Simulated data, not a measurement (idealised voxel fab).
The following is a process module called voxel tone inversion.
In the cross-section labelled cut, the width is 175 nm and each square cell is 5 nm.
This document writes a cross-section as a grid whose cells are square, and gives it as bands, listed from the top down; one or more rows of cells form a band. Top height, bottom height, nm. Materials left to right, width each, nm. Single material + "all across" = fills band edge to edge. "air" = empty. Beneath 0, the wafer as received is one material, and that level is where height counting begins. The lowest band goes on downward without a bottom; it is written like "z 0 and below". A width given as "30 to 40" starts at the first number in the band's top row and ends at the second number in its bottom row, shifting by an equal amount at every step from row to row. Step marked "no change occurred"? Then no cell in the cross-section changed in it. The list in "Internal closed voids" covers empty spaces of 8 cells or more that cannot reach the top through any open way, and it gives each as width x height at distance; the distance is from the left edge, and width, height and distance are in nm. Formally, on a step line, whatever follows the settings is a remark that the simulator itself makes on the step. overlay nm: right-of-plan distance of the mask on a masked step; negative values mean left-of-plan.
INTENDED PROCESS STEPS
- 1: RECEIVE (material Si)
- 2: CONFORMAL_DEP (material SiCN; thk nm 5)
- 3: DIRECTIONAL_DEP (material aC; thk nm 25)
- 4: PATTERN (tone cover; mask id POSTS; material resist; width nm 20; pitch nm 40; thk nm 30; overlay nm 0)
- 5: DIRECTIONAL_ETCH (etch materials aC; depth nm 25)
- 6: STRIP (etch materials resist)
- 7: FILL_DEP (material lowk; thk nm 5)
- 8: CMP (height nm 30)
- 9: STRIP (etch materials aC)
AS RECEIVED, AFTER STEP 1
- z 0 and below = Si all across
- Internal closed voids: none
FIRST WAFER OF TWO, SECTIONED AT END OF MODULE; RUN WENT PER PLAN
- z 30 to 5 = 55 lowk, 20 air, 20 lowk, 20 air, 60 lowk
- z 5 to 0 = SiCN all across
- z 0 and below = Si all across
- Internal closed voids: none
CROSS-SECTION OF THE LATTER OF THE TWO WAFERS AT MODULE COMPLETION. IT HAD AN IDENTICAL START AND AN IDENTICAL PLAN TO THE FORMER; IN RUNNING IT, ONE MISTAKE WAS MADE
- z 25 to 5 = 55 lowk, 20 air, 20 lowk, 20 air, 60 lowk
- z 5 to 0 = SiCN all across
- z 0 and below = Si all across
- Internal closed voids: none
In executing the process, a mistake was made relative to the plan: step 8 went in with a setting other than planned; the actual run was CMP (height nm 25)
FYI, end of process, the second wafer has more or fewer cells of some materials than the first: lowk -27
